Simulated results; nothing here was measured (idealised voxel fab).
You're looking at the process module voxel transistor to metal.
Cross-section cut: width 205 nm, square cells of 5 nm.
We lay out every cross-section as a grid of square cells and spell it out in bands from the top down, where one band means one or more rows of cells. Within each band entry, the heights of the top and of the bottom of the band appear first, in that order and in nm; the materials of the band then follow from left to right, each with its corresponding width in nm. The designation "edge to edge" on a single material indicates that it fills the band from edge to edge; the designation "blank" indicates empty space. Height reference: 0 = level under which incoming wafer is all one material. Lowest band: no bottom, runs on downward, e.g. "top 0, no bottom". Think of "30 to 40" as a width that walks from the first number to the second as you go down the band, top row to bottom row, taking equal-sized steps from row to row. A step reported as "everything unchanged" is a step in which no cell of the cross-section changed. "Sealed internal cavities": empty spaces of 8 cells or more with no open way to the top, each given as width x height at distance, distance from the left edge, all in nm. Past the settings on a step's line: simulator remark, on that step. "overlay nm" answers the question of how far to the right of plan the mask lay on a step that has a mask, and when it is negative the answer is to the left.

# The following list gives the planned process steps
- 1: RECEIVE (material Si)
- 2: OXIDIZE (depth nm 5)
- 3: CONFORMAL_DEP (material SiN; thk nm 15)
- 4: PATTERN (tone cover; mask id ACTIVE; material resist; width nm 100; thk nm 15; overlay nm 0)
- 5: DIRECTIONAL_ETCH (etch materials SiN; depth nm 15)
- 6: DIRECTIONAL_ETCH (etch materials SiO2; depth nm 5)
- 7: DIRECTIONAL_ETCH (etch materials Si; depth nm 30)
- 8: STRIP (etch materials resist)
- 9: OXIDIZE (depth nm 5)
- 10: FILL_DEP (material SiO2; thk nm 10)
- 11: CMP (height nm 15)
- 12: SELECTIVE_ETCH (etch materials SiO2; depth nm 5)
- 13: STRIP (etch materials SiN)
- 14: SELECTIVE_ETCH (etch materials SiO2; depth nm 5)
- 15: OXIDIZE (depth nm 5)
- 16: DIRECTIONAL_DEP (material polySi; thk nm 30)
- 17: DIRECTIONAL_DEP (material SiCN; thk nm 15)
- 18: MASKED_ETCH (tone cover; mask id GATE; width nm 20; etch materials SiCN; depth nm 25; overlay nm 0)
- 19: MASKED_ETCH (tone cover; mask id GATE; width nm 20; etch materials polySi; depth nm 40; overlay nm 0)
- 20: CONFORMAL_DEP (material SiN; thk nm 10)
- 21: DIRECTIONAL_ETCH (etch materials SiN; depth nm 10)
- 22: DIRECTIONAL_ETCH (etch materials SiO2; depth nm 5)
- 23: DIRECTIONAL_ETCH (etch materials Si; depth nm 10)
- 24: EPI (material SiGe; thk nm 15)
- 25: FILL_DEP (material SiO2; thk nm 10)
- 26: CMP (height nm 40)
- 27: DIRECTIONAL_DEP (material SiO2; thk nm 10)
- 28: PATTERN (tone open; mask id CONTACT; material resist; width nm 20; pitch nm 70; thk nm 15; overlay nm 0)
- 29: DIRECTIONAL_ETCH (etch materials SiO2; depth nm 55)
- 30: STRIP (etch materials resist)
- 31: CONFORMAL_DEP (material TiN; thk nm 5)
- 32: FILL_DEP (material W; thk nm 10)
- 33: CMP (height nm 50)
- 34: DIRECTIONAL_DEP (material TiN; thk nm 5)
- 35: DIRECTIONAL_DEP (material Ru; thk nm 25)
- 36: MASKED_ETCH (tone cover; mask id METAL_1; width nm 20; pitch nm 70; etch materials Ru; depth nm 25; overlay nm 0)
- 37: MASKED_ETCH (tone cover; mask id METAL_1; width nm 20; pitch nm 70; etch materials TiN; depth nm 5; overlay nm 0)
- 38: FILL_DEP (material SiO2; thk nm 5)
- 39: CMP (height nm 80)
- 40: CONFORMAL_DEP (material SiN; thk nm 5)

# Run as planned: first of two wafers

# Shown in cross-section is the wafer as received, that is, as it stands after step 1
* top 0, no bottom = Si edge to edge
* Sealed internal cavities: none

# after step 2
* top 0, bottom -5 = SiO2 edge to edge
* Rest of section, below -5: as before.

# after step 3
* top 15, bottom 0 = SiN edge to edge
* Rest of section, below 0: as before.

# after step 4
* top 30, bottom 15 = blank: 50 / resist: 100 / blank: 55
* Rest of section, below 15: as before.

# after step 5
* top 30, bottom 15 = blank: 50 / resist: 100 / blank: 55
* top 15, bottom 0 = blank: 50 / SiN: 100 / blank: 55
* Rest of section, below 0: as before.

# after step 6
* top 30, bottom 15 = blank: 50 / resist: 100 / blank: 55
* top 15, bottom 0 = blank: 50 / SiN: 100 / blank: 55
* top 0, bottom -5 = blank: 50 / SiO2: 100 / blank: 55
* Rest of section, below -5: as before.

# after step 7
* top 30, bottom 15 = blank: 50 / resist: 100 / blank: 55
* top 15, bottom 0 = blank: 50 / SiN: 100 / blank: 55
* top 0, bottom -5 = blank: 50 / SiO2: 100 / blank: 55
* top -5, bottom -35 = blank: 50 / Si: 100 / blank: 55
* Rest of section, below -35: as before.

# after step 8
* top 15, bottom 0 = blank: 50 / SiN: 100 / blank: 55
* Rest of section, below 0: as before.

# after step 9
* top 15, bottom 0 = blank: 50 / SiN: 100 / blank: 55
* top 0, bottom -5 = blank: 50 / SiO2: 100 / blank: 55
* top -5, bottom -35 = blank: 50 / SiO2: 5 / Si: 90 / SiO2: 5 / blank: 55
* top -35, bottom -40 = SiO2: 55 / Si: 90 / SiO2: 60
* Rest of section, below -40: as before.

# after step 10
* top 25, bottom 15 = SiO2 edge to edge
* top 15, bottom 0 = SiO2: 50 / SiN: 100 / SiO2: 55
* top 0, bottom -5 = SiO2 edge to edge
* top -5, bottom -40 = SiO2: 55 / Si: 90 / SiO2: 60
* Rest of section, below -40: as before.

# after step 11
* top 15, bottom 0 = SiO2: 50 / SiN: 100 / SiO2: 55
* Rest of section, below 0: as before.

# after step 12
* top 15, bottom 10 = blank: 50 / SiN: 100 / blank: 55
* Rest of section, below 10: as before.

# after step 13
* top 10, bottom 0 = SiO2: 50 / blank: 100 / SiO2: 55
* Rest of section, below 0: as before.

# after step 14
* top 5, bottom -5 = SiO2: 45 / blank: 110 / SiO2: 50
* Rest of section, below -5: as before.

# after step 15
* top 5, bottom -5 = SiO2: 45 / blank: 110 / SiO2: 50
* top -5, bottom -10 = SiO2 edge to edge
* Rest of section, below -10: as before.

# after step 16
* top 35, bottom 25 = polySi: 45 / blank: 110 / polySi: 50
* top 25, bottom 5 = polySi edge to edge
* top 5, bottom -5 = SiO2: 45 / polySi: 110 / SiO2: 50
* Rest of section, below -5: as before.

# after step 17
* top 50, bottom 40 = SiCN: 45 / blank: 110 / SiCN: 50
* top 40, bottom 35 = SiCN edge to edge
* top 35, bottom 25 = polySi: 45 / SiCN: 110 / polySi: 50
* Rest of section, below 25: as before.

# after step 18
* top 40, bottom 35 = blank: 90 / SiCN: 20 / blank: 95
* top 35, bottom 25 = polySi: 45 / blank: 45 / SiCN: 20 / blank: 45 / polySi: 50
* Rest of section, below 25: as before.

# after step 19
* top 40, bottom 25 = blank: 90 / SiCN: 20 / blank: 95
* top 25, bottom 5 = blank: 90 / polySi: 20 / blank: 95
* top 5, bottom -5 = SiO2: 45 / blank: 45 / polySi: 20 / blank: 45 / SiO2: 50
* Rest of section, below -5: as before.

# after step 20
* top 50, bottom 40 = blank: 80 / SiN: 40 / blank: 85
* top 40, bottom 25 = blank: 80 / SiN: 10 / SiCN: 20 / SiN: 10 / blank: 85
* top 25, bottom 15 = blank: 80 / SiN: 10 / polySi: 20 / SiN: 10 / blank: 85
* top 15, bottom 5 = SiN: 55 / blank: 25 / SiN: 10 / polySi: 20 / SiN: 10 / blank: 25 / SiN: 60
* top 5, bottom -5 = SiO2: 45 / SiN: 45 / polySi: 20 / SiN: 45 / SiO2: 50
* Rest of section, below -5: as before.

# after step 21
* top 40, bottom 25 = blank: 80 / SiN: 10 / SiCN: 20 / SiN: 10 / blank: 85
* top 25, bottom 5 = blank: 80 / SiN: 10 / polySi: 20 / SiN: 10 / blank: 85
* top 5, bottom -5 = SiO2: 45 / SiN: 10 / blank: 25 / SiN: 10 / polySi: 20 / SiN: 10 / blank: 25 / SiN: 10 / SiO2: 50
* Rest of section, below -5: as before.

# after step 22
* top 40, bottom 25 = blank: 80 / SiN: 10 / SiCN: 20 / SiN: 10 / blank: 85
* top 25, bottom 5 = blank: 80 / SiN: 10 / polySi: 20 / SiN: 10 / blank: 85
* top 5, bottom 0 = blank: 45 / SiN: 10 / blank: 25 / SiN: 10 / polySi: 20 / SiN: 10 / blank: 25 / SiN: 10 / blank: 50
* top 0, bottom -5 = SiO2: 45 / SiN: 10 / blank: 25 / SiN: 10 / polySi: 20 / SiN: 10 / blank: 25 / SiN: 10 / SiO2: 50
* top -5, bottom -10 = SiO2: 55 / blank: 25 / SiO2: 40 / blank: 25 / SiO2: 60
* Rest of section, below -10: as before.

# after step 23
* top 40, bottom 25 = blank: 80 / SiN: 10 / SiCN: 20 / SiN: 10 / blank: 85
* top 25, bottom 5 = blank: 80 / SiN: 10 / polySi: 20 / SiN: 10 / blank: 85
* top 5, bottom 0 = blank: 45 / SiN: 10 / blank: 25 / SiN: 10 / polySi: 20 / SiN: 10 / blank: 25 / SiN: 10 / blank: 50
* top 0, bottom -5 = SiO2: 45 / SiN: 10 / blank: 25 / SiN: 10 / polySi: 20 / SiN: 10 / blank: 25 / SiN: 10 / SiO2: 50
* top -5, bottom -10 = SiO2: 55 / blank: 25 / SiO2: 40 / blank: 25 / SiO2: 60
* top -10, bottom -20 = SiO2: 55 / blank: 25 / Si: 40 / blank: 25 / SiO2: 60
* Rest of section, below -20: as before.

# after step 24
* top 40, bottom 25 = blank: 80 / SiN: 10 / SiCN: 20 / SiN: 10 / blank: 85
* top 25, bottom 5 = blank: 80 / SiN: 10 / polySi: 20 / SiN: 10 / blank: 85
* top 5, bottom 0 = blank: 45 / SiN: 10 / blank: 10 / SiGe: 15 / SiN: 10 / polySi: 20 / SiN: 10 / SiGe: 15 / blank: 10 / SiN: 10 / blank: 50
* top 0, bottom -5 = SiO2: 45 / SiN: 10 / blank: 10 / SiGe: 15 / SiN: 10 / polySi: 20 / SiN: 10 / SiGe: 15 / blank: 10 / SiN: 10 / SiO2: 50
* top -5, bottom -10 = SiO2: 55 / SiGe: 25 / SiO2: 40 / SiGe: 25 / SiO2: 60
* top -10, bottom -20 = SiO2: 55 / SiGe: 25 / Si: 40 / SiGe: 25 / SiO2: 60
* Rest of section, below -20: as before.

# after step 25
* top 50, bottom 40 = SiO2 edge to edge
* top 40, bottom 25 = SiO2: 80 / SiN: 10 / SiCN: 20 / SiN: 10 / SiO2: 85
* top 25, bottom 5 = SiO2: 80 / SiN: 10 / polySi: 20 / SiN: 10 / SiO2: 85
* top 5, bottom -5 = SiO2: 45 / SiN: 10 / SiO2: 10 / SiGe: 15 / SiN: 10 / polySi: 20 / SiN: 10 / SiGe: 15 / SiO2: 10 / SiN: 10 / SiO2: 50
* Rest of section, below -5: as before.

# after step 26
* top 40, bottom 25 = SiO2: 80 / SiN: 10 / SiCN: 20 / SiN: 10 / SiO2: 85
* Rest of section, below 25: as before.

# after step 27
* top 50, bottom 40 = SiO2 edge to edge
* Rest of section, below 40: as before.

# after step 28
* top 65, bottom 50 = resist: 55 / blank: 20 / resist: 50 / blank: 20 / resist: 60
* Rest of section, below 50: as before.

# after step 29
* top 65, bottom 50 = resist: 55 / blank: 20 / resist: 50 / blank: 20 / resist: 60
* top 50, bottom 40 = SiO2: 55 / blank: 20 / SiO2: 50 / blank: 20 / SiO2: 60
* top 40, bottom 25 = SiO2: 55 / blank: 20 / SiO2: 5 / SiN: 10 / SiCN: 20 / SiN: 10 / SiO2: 5 / blank: 20 / SiO2: 60
* top 25, bottom 5 = SiO2: 55 / blank: 20 / SiO2: 5 / SiN: 10 / polySi: 20 / SiN: 10 / SiO2: 5 / blank: 20 / SiO2: 60
* top 5, bottom -5 = SiO2: 45 / SiN: 10 / blank: 10 / SiGe: 15 / SiN: 10 / polySi: 20 / SiN: 10 / SiGe: 15 / blank: 10 / SiN: 10 / SiO2: 50
* Rest of section, below -5: as before.

# after step 30
* top 50, bottom 40 = SiO2: 55 / blank: 20 / SiO2: 50 / blank: 20 / SiO2: 60
* Rest of section, below 40: as before.

# after step 31
* top 55, bottom 50 = TiN: 60 / blank: 10 / TiN: 60 / blank: 10 / TiN: 65
* top 50, bottom 40 = SiO2: 55 / TiN: 5 / blank: 10 / TiN: 5 / SiO2: 50 / TiN: 5 / blank: 10 / TiN: 5 / SiO2: 60
* top 40, bottom 25 = SiO2: 55 / TiN: 5 / blank: 10 / TiN: 5 / SiO2: 5 / SiN: 10 / SiCN: 20 / SiN: 10 / SiO2: 5 / TiN: 5 / blank: 10 / TiN: 5 / SiO2: 60
* top 25, bottom 10 = SiO2: 55 / TiN: 5 / blank: 10 / TiN: 5 / SiO2: 5 / SiN: 10 / polySi: 20 / SiN: 10 / SiO2: 5 / TiN: 5 / blank: 10 / TiN: 5 / SiO2: 60
* top 10, bottom 5 = SiO2: 55 / TiN: 20 / SiO2: 5 / SiN: 10 / polySi: 20 / SiN: 10 / SiO2: 5 / TiN: 20 / SiO2: 60
* top 5, bottom -5 = SiO2: 45 / SiN: 10 / TiN: 10 / SiGe: 15 / SiN: 10 / polySi: 20 / SiN: 10 / SiGe: 15 / TiN: 10 / SiN: 10 / SiO2: 50
* Rest of section, below -5: as before.

# after step 32
* top 65, bottom 55 = W edge to edge
* top 55, bottom 50 = TiN: 60 / W: 10 / TiN: 60 / W: 10 / TiN: 65
* top 50, bottom 40 = SiO2: 55 / TiN: 5 / W: 10 / TiN: 5 / SiO2: 50 / TiN: 5 / W: 10 / TiN: 5 / SiO2: 60
* top 40, bottom 25 = SiO2: 55 / TiN: 5 / W: 10 / TiN: 5 / SiO2: 5 / SiN: 10 / SiCN: 20 / SiN: 10 / SiO2: 5 / TiN: 5 / W: 10 / TiN: 5 / SiO2: 60
* top 25, bottom 10 = SiO2: 55 / TiN: 5 / W: 10 / TiN: 5 / SiO2: 5 / SiN: 10 / polySi: 20 / SiN: 10 / SiO2: 5 / TiN: 5 / W: 10 / TiN: 5 / SiO2: 60
* Rest of section, below 10: as before.

# after step 33
* top 50, bottom 40 = SiO2: 55 / TiN: 5 / W: 10 / TiN: 5 / SiO2: 50 / TiN: 5 / W: 10 / TiN: 5 / SiO2: 60
* Rest of section, below 40: as before.

# after step 34
* top 55, bottom 50 = TiN edge to edge
* Rest of section, below 50: as before.

# after step 35
* top 80, bottom 55 = Ru edge to edge
* Rest of section, below 55: as before.

# after step 36
* top 80, bottom 55 = blank: 55 / Ru: 20 / blank: 50 / Ru: 20 / blank: 60
* Rest of section, below 55: as before.

# after step 37
* top 80, bottom 55 = blank: 55 / Ru: 20 / blank: 50 / Ru: 20 / blank: 60
* top 55, bottom 50 = blank: 55 / TiN: 20 / blank: 50 / TiN: 20 / blank: 60
* Rest of section, below 50: as before.

# after step 38
* top 85, bottom 80 = SiO2 edge to edge
* top 80, bottom 55 = SiO2: 55 / Ru: 20 / SiO2: 50 / Ru: 20 / SiO2: 60
* top 55, bottom 50 = SiO2: 55 / TiN: 20 / SiO2: 50 / TiN: 20 / SiO2: 60
* Rest of section, below 50: as before.

# after step 39
* top 80, bottom 55 = SiO2: 55 / Ru: 20 / SiO2: 50 / Ru: 20 / SiO2: 60
* Rest of section, below 55: as before.

# after step 40
* top 85, bottom 80 = SiN edge to edge
* Rest of section, below 80: as before.

# Regarding the second of the two wafers: it shared the first wafer's starting condition and process plan, yet one error occurred during its execution. Its history coincides with that of the first wafer up to and including step 30

# Planned end of step 31: second wafer, cross-section
* top 55, bottom 50 = polySi: 60 / blank: 10 / polySi: 60 / blank: 10 / polySi: 65
* top 50, bottom 40 = SiO2: 55 / polySi: 5 / blank: 10 / polySi: 5 / SiO2: 50 / polySi: 5 / blank: 10 / polySi: 5 / SiO2: 60
* top 40, bottom 25 = SiO2: 55 / polySi: 5 / blank: 10 / polySi: 5 / SiO2: 5 / SiN: 10 / SiCN: 20 / SiN: 10 / SiO2: 5 / polySi: 5 / blank: 10 / polySi: 5 / SiO2: 60
* top 25, bottom 10 = SiO2: 55 / polySi: 5 / blank: 10 / polySi: 5 / SiO2: 5 / SiN: 10 / polySi: 20 / SiN: 10 / SiO2: 5 / polySi: 5 / blank: 10 / polySi: 5 / SiO2: 60
* top 10, bottom 5 = SiO2: 55 / polySi: 20 / SiO2: 5 / SiN: 10 / polySi: 20 / SiN: 10 / SiO2: 5 / polySi: 20 / SiO2: 60
* top 5, bottom -5 = SiO2: 45 / SiN: 10 / polySi: 10 / SiGe: 15 / SiN: 10 / polySi: 20 / SiN: 10 / SiGe: 15 / polySi: 10 / SiN: 10 / SiO2: 50
* Rest of section, below -5: as before.

# Planned end of step 32: second wafer, cross-section
* top 65, bottom 55 = W edge to edge
* top 55, bottom 50 = polySi: 60 / W: 10 / polySi: 60 / W: 10 / polySi: 65
* top 50, bottom 40 = SiO2: 55 / polySi: 5 / W: 10 / polySi: 5 / SiO2: 50 / polySi: 5 / W: 10 / polySi: 5 / SiO2: 60
* top 40, bottom 25 = SiO2: 55 / polySi: 5 / W: 10 / polySi: 5 / SiO2: 5 / SiN: 10 / SiCN: 20 / SiN: 10 / SiO2: 5 / polySi: 5 / W: 10 / polySi: 5 / SiO2: 60
* top 25, bottom 10 = SiO2: 55 / polySi: 5 / W: 10 / polySi: 5 / SiO2: 5 / SiN: 10 / polySi: 20 / SiN: 10 / SiO2: 5 / polySi: 5 / W: 10 / polySi: 5 / SiO2: 60
* Rest of section, below 10: as before.

# Planned end of step 33: second wafer, cross-section
* top 50, bottom 40 = SiO2: 55 / polySi: 5 / W: 10 / polySi: 5 / SiO2: 50 / polySi: 5 / W: 10 / polySi: 5 / SiO2: 60
* Rest of section, below 40: as before.

# Planned end of step 34: second wafer, cross-section
* top 55, bottom 50 = TiN edge to edge
* Rest of section, below 50: as before.

# Planned end of step 35: second wafer, cross-section
* top 80, bottom 55 = Ru edge to edge
* Rest of section, below 55: as before.

# Planned end of step 36: second wafer, cross-section
* top 80, bottom 55 = blank: 55 / Ru: 20 / blank: 50 / Ru: 20 / blank: 60
* Rest of section, below 55: as before.

# Planned end of step 37: second wafer, cross-section
* top 80, bottom 55 = blank: 55 / Ru: 20 / blank: 50 / Ru: 20 / blank: 60
* top 55, bottom 50 = blank: 55 / TiN: 20 / blank: 50 / TiN: 20 / blank: 60
* Rest of section, below 50: as before.

# Planned end of step 38: second wafer, cross-section
* top 85, bottom 80 = SiO2 edge to edge
* top 80, bottom 55 = SiO2: 55 / Ru: 20 / SiO2: 50 / Ru: 20 / SiO2: 60
* top 55, bottom 50 = SiO2: 55 / TiN: 20 / SiO2: 50 / TiN: 20 / SiO2: 60
* Rest of section, below 50: as before.

# Planned end of step 39: second wafer, cross-section
* top 80, bottom 55 = SiO2: 55 / Ru: 20 / SiO2: 50 / Ru: 20 / SiO2: 60
* Rest of section, below 55: as before.

# Planned end of step 40: second wafer, cross-section
* top 85, bottom 80 = SiN edge to edge
* Rest of section, below 80: as before.
What was done differently from what was planned? the process deviated at step 31: the operation and settings actually run there were CONFORMAL_DEP (material polySi; thk nm 5)
Looking at both finished wafers in cells, the second ends up ahead of or behind the first on some materials: -48 TiN, +48 polySi
